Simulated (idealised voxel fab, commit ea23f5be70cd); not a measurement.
The process module that follows is named voxel self aligned contacts.
FYI the section here is cut, 230 nm wide, cells are 5 nm squares.
Format of a cross-section: grid, square cells. Given as bands. Order: top down. Band: one or more rows of cells. This entry defines a band. It first specifies the height of the band's top and the height of its bottom in nm, and then specifies the band's materials from left to right, stating each material with its width in nm. The word "edge to edge" identifies a single material that fills the band from edge to edge, while the word "empty" identifies empty space. Counting heights begins at 0, where everything beneath is, in the wafer as received, one material. The lowest band has no bottom; it goes on downwards, as "from 0 down" shows. Note: "30->40" means the width goes from the first number (top row of the band) to the second number (bottom row) in equal steps per row of cells. "nothing got changed", as given for a step, is the statement that not any cell of the cross-section underwent a change during that step. You'll see "Enclosed void listing" listing empty spaces that have no way open to the top, as long as they're 8 cells or more; the notation is width x height at distance, where the distance is from the left edge, and all of it is in nm. That trailing text on a step's line, after the settings, is the simulator's own remark on the step. overlay nm: where the mask lay relative to plan, measured to the right, on steps with a mask; negatives go left.
## The following list gives the planned process steps
| 1 | RECEIVE: material Si |
| 2 | OXIDIZE: depth nm 5 |
| 3 | DIRECTIONAL_DEP: material polySi, thk nm 30 |
| 4 | DIRECTIONAL_DEP: material SiN, thk nm 20 |
| 5 | MASKED_ETCH: tone cover, mask id GATE, width nm 25, pitch nm 55, etch materials SiN, depth nm 20, overlay nm 0 |
| 6 | MASKED_ETCH: tone cover, mask id GATE, width nm 25, pitch nm 55, etch materials polySi, depth nm 30, overlay nm 0 |
| 7 | CONFORMAL_DEP: material SiN, thk nm 5 |
| 8 | DIRECTIONAL_ETCH: etch materials SiN, depth nm 5 |
| 9 | FILL_DEP: material SiO2, thk nm 15 |
| 10 | CMP: height nm 60 |
| 11 | PATTERN: tone open, mask id CONTACT, material resist, width nm 40, thk nm 15, overlay nm 0 |
| 12 | DIRECTIONAL_ETCH: etch materials SiO2, depth nm 65 |
| 13 | STRIP: etch materials resist |
| 14 | CONFORMAL_DEP: material TiN, thk nm 5 |
| 15 | FILL_DEP: material Ru, thk nm 10 |
| 16 | CMP: height nm 60 |
| 17 | CONFORMAL_DEP: material SiCN, thk nm 5 |
## Cross-section, incoming material, after step 1
from 0 down  Si edge to edge
Enclosed void listing: none
## Starting wafer: above. Plan: above. Run: one mistake. Cross-section after the module: below
from 65 to 60  SiCN edge to edge
from 60 to 55  SiO2: 70 / SiN: 35 / TiN: 5 / Ru: 10 / TiN: 5 / SiN: 35 / SiO2: 70
from 55 to 50  SiO2: 70 / SiN: 35 / TiN: 20 / SiN: 35 / SiO2: 70
from 50 to 30  SiN edge to edge
from 30 to 0  polySi edge to edge
from 0 to -5  SiO2 edge to edge
from -5 down  Si edge to edge
Enclosed void listing: none
Diagnosis: twice, step 4 of the plan was run
